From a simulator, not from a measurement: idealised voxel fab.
Process module heading - voxel plated lines
Cross-sectional view cut (width: 190 nm; square cell size: 5 nm).
Think of the cross-section as a grid of square cells. We describe it in bands, top to bottom, and each band covers one or more rows of those cells.
This entry defines a band. It first specifies the height of the band's top and the height of its bottom in nm, and then specifies the band's materials from left to right, stating each material with its width in nm. The word "throughout" identifies a single material that fills the band from edge to edge, while the word "empty" identifies empty space.
The reference from which all heights are counted is 0, the level beneath which the as-received wafer is entirely one material; the lowest band, having no lower bound, proceeds downward and is written after the example "0 and below".
Think of "30..40" as a width that walks from the first number to the second as you go down the band, top row to bottom row, taking equal-sized steps from row to row.
"nothing got changed" -> step changed no cross-section cell.
For the entry "Entrapped voids", the listed items are empty spaces with no open way to the top whose size is 8 cells or more; each item follows the pattern width x height at distance, where distance is from the left edge and all three are in nm.
If you see something after the settings on a step's line, that's the simulator's own remark about that step.
For masked steps, "overlay nm" on the step line gives how far right of plan the mask actually lay; a minus sign means it lay to the left.
BELOW IS THE LIST OF PLANNED PROCESS STEPS
1 RECEIVE, material Si
2 CONFORMAL_DEP, material Al2O3, thk nm 15
3 DIRECTIONAL_DEP, material TiN, thk nm 5
4 PATTERN, tone open, mask id LINES, material resist, width nm 20, pitch nm 40, thk nm 15, overlay nm 0
5 EPI, material Ru, thk nm 10
6 STRIP, etch materials resist
7 DIRECTIONAL_ETCH, etch materials TiN, depth nm 5
8 CONFORMAL_DEP, material SiCN, thk nm 5
THE FIRST OF THE TWO WAFERS, WHICH RAN AS PLANNED
DELIVERED WAFER IN CROSS-SECTION: STATE AFTER STEP 1
> 0 and below = Si throughout
> Entrapped voids: none
UPON COMPLETION OF STEP 2, THE WAFER APPEARS IN CROSS-SECTION AS SHOWN
> 15 down to 0 = Al2O3 throughout
> All layers under 0 are left as they were.
UPON COMPLETION OF STEP 3, THE WAFER APPEARS IN CROSS-SECTION AS SHOWN
> 20 down to 15 = TiN throughout
> All layers under 15 are left as they were.
UPON COMPLETION OF STEP 4, THE WAFER APPEARS IN CROSS-SECTION AS SHOWN
> 35 down to 20 = 45 resist, then 20 empty, then 20 resist, then 20 empty, then 20 resist, then 20 empty, then 45 resist
> All layers under 20 are left as they were.
UPON COMPLETION OF STEP 5, THE WAFER APPEARS IN CROSS-SECTION AS SHOWN
> 35 down to 30 = 45 resist, then 20 empty, then 20 resist, then 20 empty, then 20 resist, then 20 empty, then 45 resist
> 30 down to 20 = 45 resist, then 20 Ru, then 20 resist, then 20 Ru, then 20 resist, then 20 Ru, then 45 resist
> All layers under 20 are left as they were.
UPON COMPLETION OF STEP 6, THE WAFER APPEARS IN CROSS-SECTION AS SHOWN
> 30 down to 20 = 45 empty, then 20 Ru, then 20 empty, then 20 Ru, then 20 empty, then 20 Ru, then 45 empty
> All layers under 20 are left as they were.
UPON COMPLETION OF STEP 7, THE WAFER APPEARS IN CROSS-SECTION AS SHOWN
> 30 down to 20 = 45 empty, then 20 Ru, then 20 empty, then 20 Ru, then 20 empty, then 20 Ru, then 45 empty
> 20 down to 15 = 45 empty, then 20 TiN, then 20 empty, then 20 TiN, then 20 empty, then 20 TiN, then 45 empty
> All layers under 15 are left as they were.
UPON COMPLETION OF STEP 8, THE WAFER APPEARS IN CROSS-SECTION AS SHOWN
> 35 down to 30 = 40 empty, then 30 SiCN, then 10 empty, then 30 SiCN, then 10 empty, then 30 SiCN, then 40 empty
> 30 down to 20 = 40 empty, then 5 SiCN, then 20 Ru, then 5 SiCN, then 10 empty, then 5 SiCN, then 20 Ru, then 5 SiCN, then 10 empty, then 5 SiCN, then 20 Ru, then 5 SiCN, then 40 empty
> 20 down to 15 = 45 SiCN, then 20 TiN, then 20 SiCN, then 20 TiN, then 20 SiCN, then 20 TiN, then 45 SiCN
> All layers under 15 are left as they were.
THE SECOND WAFER: COMMON ORIGIN AND PLAN, ONE MISTAKE IN EXECUTION, IDENTICAL TO THE FIRST THROUGH STEP 4
SECOND WAFER, CROSS-SECTION, PLANNED END OF STEP 5
> 40 down to 35 = 40 empty, then 30 Ru, then 10 empty, then 30 Ru, then 10 empty, then 30 Ru, then 40 empty
> 35 down to 20 = 45 resist, then 20 Ru, then 20 resist, then 20 Ru, then 20 resist, then 20 Ru, then 45 resist
> All layers under 20 are left as they were.
SECOND WAFER, CROSS-SECTION, PLANNED END OF STEP 6
> 40 down to 35 = 40 empty, then 30 Ru, then 10 empty, then 30 Ru, then 10 empty, then 30 Ru, then 40 empty
> 35 down to 20 = 45 empty, then 20 Ru, then 20 empty, then 20 Ru, then 20 empty, then 20 Ru, then 45 empty
> All layers under 20 are left as they were.
SECOND WAFER, CROSS-SECTION, PLANNED END OF STEP 7
> 40 down to 35 = 40 empty, then 30 Ru, then 10 empty, then 30 Ru, then 10 empty, then 30 Ru, then 40 empty
> 35 down to 20 = 45 empty, then 20 Ru, then 20 empty, then 20 Ru, then 20 empty, then 20 Ru, then 45 empty
> 20 down to 15 = 40 empty, then 30 TiN, then 10 empty, then 30 TiN, then 10 empty, then 30 TiN, then 40 empty
> All layers under 15 are left as they were.
SECOND WAFER, CROSS-SECTION, PLANNED END OF STEP 8
> 45 down to 40 = 35 empty, then 120 SiCN, then 35 empty
> 40 down to 30 = 35 empty, then 5..10 SiCN, then 30..20 Ru, then 10..20 SiCN, then 30..20 Ru, then 10..20 SiCN, then 30..20 Ru, then 5..10 SiCN, then 35 empty
> 30 down to 25 = 40 empty, then 5 SiCN, then 20 Ru, then 5 SiCN, then 10 empty, then 5 SiCN, then 20 Ru, then 5 SiCN, then 10 empty, then 5 SiCN, then 20 Ru, then 5 SiCN, then 40 empty
> 25 down to 20 = 35 empty, then 10 SiCN, then 20 Ru, then 20 SiCN, then 20 Ru, then 20 SiCN, then 20 Ru, then 10 SiCN, then 35 empty
> 20 down to 15 = 40 SiCN, then 30 TiN, then 10 SiCN, then 30 TiN, then 10 SiCN, then 30 TiN, then 40 SiCN
> All layers under 15 are left as they were.
Deviation from plan: step 5 was run twice
Heads up, by the end the second wafer has more or fewer cells of some materials compared to the first: 30 more of Ru | 24 more of SiCN | 6 more of TiN
